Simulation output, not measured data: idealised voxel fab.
process module | voxel self aligned contacts
cross-section cut | 220 nm wide | cells 5 nm
A cross-section is a grid of square cells, given in bands from the top down. A band is one or more rows of cells.
Each band's line starts with the height of the band's top and of its bottom, in nm. Then come its materials from left to right, each with its width in nm. One material with "throughout" fills the band from edge to edge. "air" is empty space.
Height 0 is the level under which the wafer as received is all one material. The lowest band goes on downwards, as in "0 down".
A width such as "30 to 40" changes by the same amount from each row of cells to the next, from the band's top row to its bottom row.
"no change" after a step means that no cell of the cross-section changed.
closed voids: empty space of 8 cells or more with no open way to the top, each as width x height at its distance from the left edge, in nm
after a step's settings: what the simulator itself notes on the step
overlay nm, on a step with a mask: how far to the right of its planned place the mask lay; to the left if negative
plan
1 op RECEIVE | material Si
2 op CONFORMAL_DEP | material SiO2 | thk nm 5
3 op DIRECTIONAL_DEP | material polySi | thk nm 25
4 op DIRECTIONAL_DEP | material SiN | thk nm 25
5 op DIRECTIONAL_DEP | material aC | thk nm 15
6 op PATTERN | tone cover | mask id GATE | material resist | width nm 25 | pitch nm 70 | thk nm 30 | overlay nm 0
7 op DIRECTIONAL_ETCH | etch materials aC | depth nm 15
8 op STRIP | etch materials resist
9 op DIRECTIONAL_ETCH | etch materials SiN | depth nm 25
10 op DIRECTIONAL_ETCH | etch materials polySi | depth nm 25
11 op STRIP | etch materials aC
12 op CONFORMAL_DEP | material SiN | thk nm 10
13 op DIRECTIONAL_ETCH | etch materials SiN | depth nm 10
14 op FILL_DEP | material SiO2 | thk nm 20
15 op CMP | height nm 65
16 op PATTERN | tone open | mask id CONTACT | material resist | width nm 55 | thk nm 20 | overlay nm 0
17 op DIRECTIONAL_ETCH | etch materials SiO2 | depth nm 65
18 op STRIP | etch materials resist
19 op CONFORMAL_DEP | material TiN | thk nm 5
20 op FILL_DEP | material W | thk nm 10
21 op CMP | height nm 65
22 op CONFORMAL_DEP | material SiN | thk nm 5
as received, after step 1
  0 down: Si throughout
  closed voids: none
first wafer at the end, as planned
  70 to 65: SiN throughout
  65 to 55: SiO2 80 | TiN 5 to 20 | W 45 to 15 | TiN 5 to 20 | SiO2 85
  55 to 30: SiO2 50 | SiN 45 | TiN 5 | W 15 | TiN 5 | SiN 45 | SiO2 55
  30 to 5: SiO2 50 | SiN 10 | polySi 25 | SiN 10 | TiN 5 | W 15 | TiN 5 | SiN 10 | polySi 25 | SiN 10 | SiO2 55
  5 to 0: SiO2 95 | TiN 25 | SiO2 100
  0 down: Si throughout
  closed voids: none
second wafer at the end: like start, like plan, one mistake
  70 to 65: SiN throughout
  65 to 55: W 75 to 45 | TiN 5 to 35 | SiO2 55 | TiN 5 to 35 | W 80 to 50
  55 to 30: W 45 | TiN 5 | SiN 45 | SiO2 25 | SiN 45 | TiN 5 | W 50
  30 to 5: W 45 | TiN 5 | SiN 10 | polySi 25 | SiN 10 | SiO2 25 | SiN 10 | polySi 25 | SiN 10 | TiN 5 | W 50
  5 to 0: TiN 50 | SiO2 115 | TiN 55
  0 down: Si throughout
  closed voids: none
what went wrong: step 16 ran as: op PATTERN | tone cover | mask id CONTACT | material resist | width nm 55 | thk nm 20 | overlay nm 0
at the end the second wafer has, in cells: 220 fewer of SiO2 | 22 more of TiN | 198 more of W
